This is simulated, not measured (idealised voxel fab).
A process module follows: voxel ribs on slabs.
cross-section cut | 170 nm wide | cells 5 nm
Cross-section spec: square-cell grid; bands listed top down; each band is one or more rows. Heads up on the band format: heights come first, top then bottom, in nm. After that it's the materials left to right, each with its width in nm. A single material flagged "all across" fills the whole band edge to edge, and "blank" means there's empty space there. Measure heights from 0. That's the level where, below it, the as-received wafer is all one material. The lowest band is bottomless and extends downward; write it as in "top 0, no bottom". Top row gets the first number, bottom row gets the second, and each row in between changes by the same step: that is how a band width like "30..40" works. Step marked "nothing was modified"? Then no cell in the cross-section changed in it. For the entry "Enclosed void catalog", the listed items are empty spaces with no open way to the top whose size is 8 cells or more; each item follows the pattern width x height at distance, where distance is from the left edge and all three are in nm. What comes after the settings on a step's line is commentary from the simulator itself on that step. If you see "overlay nm" on a step's line and that step has a mask, it's telling you how far right of where it was planned the mask ended up; a negative number means it went left instead.
LISTED BELOW ARE THE PROCESS STEPS AS PLANNED
step 1: RECEIVE | material Si
step 2: DIRECTIONAL_DEP | material SiO2 | thk nm 30
step 3: DIRECTIONAL_DEP | material polySi | thk nm 15
step 4: PATTERN | tone cover | mask id RIB | material resist | width nm 25 | thk nm 20 | overlay nm 0
step 5: DIRECTIONAL_ETCH | etch materials polySi | depth nm 5
step 6: STRIP | etch materials resist
step 7: DIRECTIONAL_DEP | material aC | thk nm 15
step 8: PATTERN | tone cover | mask id SLAB | material resist | width nm 65 | thk nm 35 | overlay nm 0
step 9: DIRECTIONAL_ETCH | etch materials aC | depth nm 15
step 10: STRIP | etch materials resist
step 11: DIRECTIONAL_ETCH | etch materials polySi | depth nm 10
step 12: STRIP | etch materials aC
step 13: FILL_DEP | material SiO2 | thk nm 25
step 14: CMP | height nm 60
step 15: DIRECTIONAL_DEP | material W | thk nm 5
step 16: DIRECTIONAL_DEP | material aC | thk nm 10
step 17: PATTERN | tone cover | mask id HEATER | material resist | width nm 35 | thk nm 30 | overlay nm 0
step 18: DIRECTIONAL_ETCH | etch materials aC | depth nm 10
step 19: STRIP | etch materials resist
step 20: DIRECTIONAL_ETCH | etch materials W | depth nm 5
step 21: STRIP | etch materials aC
step 22: CONFORMAL_DEP | material SiN | thk nm 5
SO THIS IS THE INCOMING WAFER IN CROSS-SECTION - IT'S ALREADY BEEN THROUGH STEP 1
top 0, no bottom = Si all across
Enclosed void catalog: none
WAFER CROSS-SECTION AT MODULE END: FIRST OF TWO, RUN TO PLAN
top 70, bottom 65 = 60 nm blank, 45 nm SiN, 65 nm blank
top 65, bottom 60 = 65 nm SiN, 35 nm W, 70 nm SiN
top 60, bottom 45 = SiO2 all across
top 45, bottom 40 = 70 nm SiO2, 25 nm polySi, 75 nm SiO2
top 40, bottom 30 = 50 nm SiO2, 65 nm polySi, 55 nm SiO2
top 30, bottom 0 = SiO2 all across
top 0, no bottom = Si all across
Enclosed void catalog: none
CROSS-SECTION, WAFER TWO OF TWO, END OF MODULE: SAME START AND PLAN AS WAFER ONE, ONE ERROR IN EXECUTION
top 70, bottom 65 = 60 nm blank, 45 nm SiN, 65 nm blank
top 65, bottom 60 = 65 nm SiN, 35 nm W, 70 nm SiN
top 60, bottom 40 = SiO2 all across
top 40, bottom 35 = 50 nm SiO2, 20 nm polySi, 25 nm SiO2, 20 nm polySi, 55 nm SiO2
top 35, bottom 30 = 50 nm SiO2, 65 nm polySi, 55 nm SiO2
top 30, bottom 0 = SiO2 all across
top 0, no bottom = Si all across
Enclosed void catalog: none
Diagnosis: step 6 ran in the slot meant for step 7, and vice versa
Looking at both finished wafers in cells, the second ends up ahead of or behind the first on some materials: +10 SiO2, -10 polySi
